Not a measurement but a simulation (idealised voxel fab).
process module | voxel gate over fins
cross-section cut | 235 nm wide | cells 5 nm
A cross-section is a grid of square cells, given in bands from the top down. A band is one or more rows of cells.
Each band's line starts with the height of the band's top and of its bottom, in nm. Then come its materials from left to right, each with its width in nm. One material with "throughout" fills the band from edge to edge. "air" is empty space.
Height 0 is the level under which the wafer as received is all one material. The lowest band goes on downwards, as in "0 down".
A width such as "30 to 40" changes by the same amount from each row of cells to the next, from the band's top row to its bottom row.
"no change" after a step means that no cell of the cross-section changed.
closed voids: empty space of 8 cells or more with no open way to the top, each as width x height at its distance from the left edge, in nm
after a step's settings: what the simulator itself notes on the step
overlay nm, on a step with a mask: how far to the right of its planned place the mask lay; to the left if negative
plan
1 op RECEIVE | material Si
2 op CONFORMAL_DEP | material SiN | thk nm 5
3 op MASKED_ETCH | tone cover | mask id FINS | width nm 15 | pitch nm 50 | etch materials SiN | depth nm 5 | overlay nm 0
4 op MASKED_ETCH | tone cover | mask id FINS | width nm 15 | pitch nm 50 | etch materials Si | depth nm 35 | overlay nm 0
5 op FILL_DEP | material SiO2 | thk nm 10
6 op CMP | height nm 5
7 op DIRECTIONAL_DEP | material aC | thk nm 10
8 op PATTERN | tone open | mask id RAIL | material resist | width nm 15 | thk nm 30 | overlay nm 0
9 op DIRECTIONAL_ETCH | etch materials aC | depth nm 10
10 op STRIP | etch materials resist
11 op DIRECTIONAL_ETCH | etch materials SiO2 | depth nm 35
12 op STRIP | etch materials aC
13 op CONFORMAL_DEP | material TiN | thk nm 5
14 op FILL_DEP | material W | thk nm 10
15 op CMP | height nm 5
16 op SELECTIVE_ETCH | etch materials W Ru TiN | depth nm 20
17 op FILL_DEP | material SiO2 | thk nm 5
18 op CMP | height nm 5
19 op SELECTIVE_ETCH | etch materials SiO2 | depth nm 15
20 op STRIP | etch materials SiN
21 op CONFORMAL_DEP | material HfO2 | thk nm 5
22 op CONFORMAL_DEP | material TiN | thk nm 5
23 op CONFORMAL_DEP | material TiAl | thk nm 5
24 op CONFORMAL_DEP | material TiN | thk nm 5
25 op FILL_DEP | material W | thk nm 15
26 op CMP | height nm 30
27 op CONFORMAL_DEP | material SiCN | thk nm 10
as received, after step 1
  0 down: Si throughout
  closed voids: none
first wafer at the end, as planned
  40 to 30: SiCN throughout
  30 to 20: W throughout
  20 to 15: W 15 | TiN 205 | W 15
  15 to 10: W 15 | TiN 5 | TiAl 45 | TiN 5 | TiAl 45 | TiN 5 | TiAl 45 | TiN 5 | TiAl 45 | TiN 5 | W 15
  10 to 5: TiN 20 | TiAl 5 | TiN 35 | TiAl 5 | TiN 5 | TiAl 5 | TiN 35 | TiAl 5 | TiN 5 | TiAl 5 | TiN 35 | TiAl 5 | TiN 5 | TiAl 5 | TiN 35 | TiAl 5 | TiN 20
  5 to 0: TiAl 25 | TiN 5 | HfO2 25 | TiN 5 | TiAl 15 | TiN 5 | HfO2 25 | TiN 5 | TiAl 15 | TiN 5 | HfO2 25 | TiN 5 | TiAl 15 | TiN 5 | HfO2 25 | TiN 5 | TiAl 25
  0 to -5: TiN 30 | HfO2 5 | Si 15 | HfO2 5 | TiN 25 | HfO2 5 | Si 15 | HfO2 5 | TiN 25 | HfO2 5 | Si 15 | HfO2 5 | TiN 25 | HfO2 5 | Si 15 | HfO2 5 | TiN 30
  -5 to -10: HfO2 35 | Si 15 | HfO2 35 | Si 15 | HfO2 35 | Si 15 | HfO2 35 | Si 15 | HfO2 35
  -10 to -15: SiO2 35 | Si 15 | SiO2 35 | Si 15 | SiO2 35 | Si 15 | SiO2 35 | Si 15 | SiO2 35
  -15 to -25: SiO2 35 | Si 15 | SiO2 10 | TiN 5 | W 5 | TiN 5 | SiO2 10 | Si 15 | SiO2 35 | Si 15 | SiO2 35 | Si 15 | SiO2 35
  -25 to -30: SiO2 35 | Si 15 | SiO2 10 | TiN 15 | SiO2 10 | Si 15 | SiO2 35 | Si 15 | SiO2 35 | Si 15 | SiO2 35
  -30 to -35: SiO2 35 | Si 15 | SiO2 35 | Si 15 | SiO2 35 | Si 15 | SiO2 35 | Si 15 | SiO2 35
  -35 down: Si throughout
  closed voids: none
second wafer at the end: like start, like plan, one mistake
  40 to 30: SiCN throughout
  30 to 20: W throughout
  20 to 15: W 15 | TiN 205 | W 15
  15 to 10: W 15 | TiN 5 | TiAl 45 | TiN 5 | TiAl 45 | TiN 5 | TiAl 45 | TiN 5 | TiAl 45 | TiN 5 | W 15
  10 to 5: TiN 20 | TiAl 5 | TiN 35 | TiAl 5 | TiN 5 | TiAl 5 | TiN 35 | TiAl 5 | TiN 5 | TiAl 5 | TiN 35 | TiAl 5 | TiN 5 | TiAl 5 | TiN 35 | TiAl 5 | TiN 20
  5 to 0: TiAl 25 | TiN 5 | HfO2 25 | TiN 5 | TiAl 15 | TiN 5 | HfO2 25 | TiN 5 | TiAl 15 | TiN 5 | HfO2 25 | TiN 5 | TiAl 15 | TiN 5 | HfO2 25 | TiN 5 | TiAl 25
  0 to -5: TiN 30 | HfO2 5 | Si 15 | HfO2 5 | TiN 25 | HfO2 5 | Si 15 | HfO2 5 | TiN 25 | HfO2 5 | Si 15 | HfO2 5 | TiN 25 | HfO2 5 | Si 15 | HfO2 5 | TiN 30
  -5 to -10: HfO2 35 | Si 15 | HfO2 35 | Si 15 | HfO2 35 | Si 15 | HfO2 35 | Si 15 | HfO2 35
  -10 to -15: SiO2 35 | Si 15 | SiO2 35 | Si 15 | SiO2 35 | Si 15 | SiO2 35 | Si 15 | SiO2 35
  -15 to -25: W 30 | TiN 5 | Si 15 | TiN 10 | SiO2 15 | TiN 10 | Si 15 | TiN 5 | W 25 | TiN 5 | Si 15 | TiN 5 | W 25 | TiN 5 | Si 15 | TiN 5 | W 30
  -25 to -30: TiN 35 | Si 15 | TiN 10 | SiO2 15 | TiN 10 | Si 15 | TiN 35 | Si 15 | TiN 35 | Si 15 | TiN 35
  -30 to -35: SiO2 35 | Si 15 | SiO2 35 | Si 15 | SiO2 35 | Si 15 | SiO2 35 | Si 15 | SiO2 35
  -35 down: Si throughout
  closed voids: none
what went wrong: step 8 ran as: op PATTERN | tone cover | mask id RAIL | material resist | width nm 15 | thk nm 30 | overlay nm 0
at the end the second wafer has, in cells: 87 fewer of SiO2 | 45 more of TiN | 42 more of W
